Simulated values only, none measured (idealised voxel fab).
process module | voxel capacitor over wiring
cross-section cut | 145 nm wide | cells 5 nm
A cross-section is a grid of square cells, given in bands from the top down. A band is one or more rows of cells.
Each band's line starts with the height of the band's top and of its bottom, in nm. Then come its materials from left to right, each with its width in nm. One material with "throughout" fills the band from edge to edge. "air" is empty space.
Height 0 is the level under which the wafer as received is all one material. The lowest band goes on downwards, as in "0 down".
A width such as "30 to 40" changes by the same amount from each row of cells to the next, from the band's top row to its bottom row.
"no change" after a step means that no cell of the cross-section changed.
closed voids: empty space of 8 cells or more with no open way to the top, each as width x height at its distance from the left edge, in nm
after a step's settings: what the simulator itself notes on the step
overlay nm, on a step with a mask: how far to the right of its planned place the mask lay; to the left if negative
plan
1 op RECEIVE | material Si
2 op CONFORMAL_DEP | material SiO2 | thk nm 10
3 op CONFORMAL_DEP | material SiN | thk nm 5
4 op DIRECTIONAL_DEP | material SiO2 | thk nm 15
5 op MASKED_ETCH | tone open | mask id METAL_1 | width nm 20 | pitch nm 85 | etch materials SiO2 | depth nm 15 | overlay nm 0
6 op MASKED_ETCH | tone open | mask id METAL_1 | width nm 20 | pitch nm 85 | etch materials SiN | depth nm 5 | overlay nm 0
7 op CONFORMAL_DEP | material TiN | thk nm 5
8 op FILL_DEP | material W | thk nm 10
9 op CMP | height nm 30
10 op CONFORMAL_DEP | material SiCN | thk nm 5
11 op DIRECTIONAL_DEP | material SiO2 | thk nm 20
12 op DIRECTIONAL_DEP | material aC | thk nm 10
13 op PATTERN | tone open | mask id PLUG_1 | material resist | width nm 15 | thk nm 25 | overlay nm 0
14 op DIRECTIONAL_ETCH | etch materials aC | depth nm 10
15 op STRIP | etch materials resist
16 op DIRECTIONAL_ETCH | etch materials SiO2 | depth nm 20
17 op DIRECTIONAL_ETCH | etch materials SiCN | depth nm 5
18 op STRIP | etch materials aC
19 op EPI | material Ru | thk nm 10
20 op EPI | material Ru | thk nm 10
21 op EPI | material Ru | thk nm 5
22 op DIRECTIONAL_DEP | material TiN | thk nm 5
23 op DIRECTIONAL_DEP | material SiN | thk nm 5
24 op DIRECTIONAL_DEP | material TiN | thk nm 10
25 op MASKED_ETCH | tone cover | mask id UPPER_PLATE | width nm 70 | etch materials TiN | depth nm 10 | overlay nm 0
26 op MASKED_ETCH | tone cover | mask id UPPER_PLATE | width nm 70 | etch materials SiN | depth nm 5 | overlay nm 0
27 op DIRECTIONAL_DEP | material aC | thk nm 15
28 op PATTERN | tone cover | mask id LOWER_PLATE | material resist | width nm 80 | thk nm 35 | overlay nm 0
29 op DIRECTIONAL_ETCH | etch materials aC | depth nm 15
30 op STRIP | etch materials resist
31 op DIRECTIONAL_ETCH | etch materials TiN | depth nm 5
32 op STRIP | etch materials aC
33 op FILL_DEP | material SiO2 | thk nm 15
34 op CMP | height nm 85
35 op MASKED_ETCH | tone open | mask id PLUG_2 | width nm 15 | etch materials SiO2 | depth nm 10 | overlay nm 0
36 op CONFORMAL_DEP | material TiN | thk nm 5
37 op FILL_DEP | material Cu | thk nm 5
38 op CMP | height nm 85
39 op CONFORMAL_DEP | material SiCN | thk nm 5
as received, after step 1
  0 down: Si throughout
  closed voids: none
first wafer at the end, as planned
  90 to 85: SiCN throughout
  85 to 80: SiO2 35 | TiN 5 | Cu 5 | TiN 5 | SiO2 95
  80 to 75: SiO2 35 | TiN 15 | SiO2 95
  75 to 65: SiO2 25 | TiN 70 | SiO2 50
  65 to 60: SiO2 25 | SiN 70 | SiO2 50
  60 to 55: SiO2 20 | TiN 80 | SiO2 45
  55 to 35: SiO2 25 | Ru 15 | SiO2 105
  35 to 30: SiCN 25 | Ru 15 | SiCN 105
  30 to 15: SiO2 20 | TiN 5 | W 10 | TiN 5 | SiO2 65 | TiN 5 | W 10 | TiN 5 | SiO2 20
  15 to 10: SiN 20 | TiN 20 | SiN 65 | TiN 20 | SiN 20
  10 to 0: SiO2 throughout
  0 down: Si throughout
  closed voids: none
second wafer at the end: like start, like plan, one mistake
  90 to 85: SiCN throughout
  85 to 80: SiO2 35 | TiN 5 | Cu 5 | TiN 5 | SiO2 95
  80 to 75: SiO2 35 | TiN 15 | SiO2 95
  75 to 65: SiO2 25 | TiN 70 | SiO2 50
  65 to 60: SiO2 25 | SiN 80 | SiO2 40
  60 to 55: SiO2 20 | TiN 85 | SiO2 40
  55 to 35: SiO2 25 | Ru 15 | SiO2 105
  35 to 30: SiCN 25 | Ru 15 | SiCN 105
  30 to 15: SiO2 20 | TiN 5 | W 10 | TiN 5 | SiO2 65 | TiN 5 | W 10 | TiN 5 | SiO2 20
  15 to 10: SiN 20 | TiN 20 | SiN 65 | TiN 20 | SiN 20
  10 to 0: SiO2 throughout
  0 down: Si throughout
  closed voids: none
what went wrong: step 26 ran as: op MASKED_ETCH | tone cover | mask id UPPER_PLATE | width nm 70 | etch materials SiN | depth nm 5 | overlay nm 10
at the end the second wafer has, in cells: 2 more of SiN | 3 fewer of SiO2 | 1 more of TiN
